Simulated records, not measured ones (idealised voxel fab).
process module | voxel ribs on slabs
cross-section cut | 140 nm wide | cells 5 nm
A cross-section is a grid of square cells, given in bands from the top down. A band is one or more rows of cells.
Each band's line starts with the height of the band's top and of its bottom, in nm. Then come its materials from left to right, each with its width in nm. One material with "throughout" fills the band from edge to edge. "air" is empty space.
Height 0 is the level under which the wafer as received is all one material. The lowest band goes on downwards, as in "0 down".
A width such as "30 to 40" changes by the same amount from each row of cells to the next, from the band's top row to its bottom row.
"no change" after a step means that no cell of the cross-section changed.
closed voids: empty space of 8 cells or more with no open way to the top, each as width x height at its distance from the left edge, in nm
after a step's settings: what the simulator itself notes on the step
overlay nm, on a step with a mask: how far to the right of its planned place the mask lay; to the left if negative
plan
1 op RECEIVE | material Si
2 op DIRECTIONAL_DEP | material SiO2 | thk nm 20
3 op DIRECTIONAL_DEP | material polySi | thk nm 20
4 op DIRECTIONAL_DEP | material aC | thk nm 10
5 op PATTERN | tone cover | mask id RIB | material resist | width nm 20 | thk nm 30 | overlay nm 0
6 op DIRECTIONAL_ETCH | etch materials aC | depth nm 10
7 op STRIP | etch materials resist
8 op DIRECTIONAL_ETCH | etch materials polySi | depth nm 15
9 op STRIP | etch materials aC
10 op MASKED_ETCH | tone cover | mask id SLAB | width nm 50 | etch materials polySi | depth nm 5 | overlay nm 0
11 op FILL_DEP | material SiO2 | thk nm 20
12 op CMP | height nm 55
13 op DIRECTIONAL_DEP | material W | thk nm 10
14 op MASKED_ETCH | tone cover | mask id HEATER | width nm 30 | etch materials W | depth nm 10 | overlay nm 0
15 op CONFORMAL_DEP | material SiN | thk nm 5
as received, after step 1
  0 down: Si throughout
  closed voids: none
first wafer at the end, as planned
  70 to 65: air 50 | SiN 40 | air 50
  65 to 60: air 50 | SiN 5 | W 30 | SiN 5 | air 50
  60 to 55: SiN 55 | W 30 | SiN 55
  55 to 40: SiO2 throughout
  40 to 25: SiO2 60 | polySi 20 | SiO2 60
  25 to 20: SiO2 45 | polySi 50 | SiO2 45
  20 to 0: SiO2 throughout
  0 down: Si throughout
  closed voids: none
second wafer at the end: like start, like plan, one mistake
  70 to 65: air 55 | SiN 35 | air 50
  65 to 60: air 55 | SiN 5 | W 25 | SiN 5 | air 50
  60 to 55: SiN 60 | W 25 | SiN 55
  55 to 40: SiO2 throughout
  40 to 25: SiO2 60 | polySi 20 | SiO2 60
  25 to 20: SiO2 45 | polySi 50 | SiO2 45
  20 to 0: SiO2 throughout
  0 down: Si throughout
  closed voids: none
what went wrong: step 14 ran as: op MASKED_ETCH | tone cover | mask id HEATER | width nm 25 | etch materials W | depth nm 10 | overlay nm 0
at the end the second wafer has, in cells: 2 fewer of W
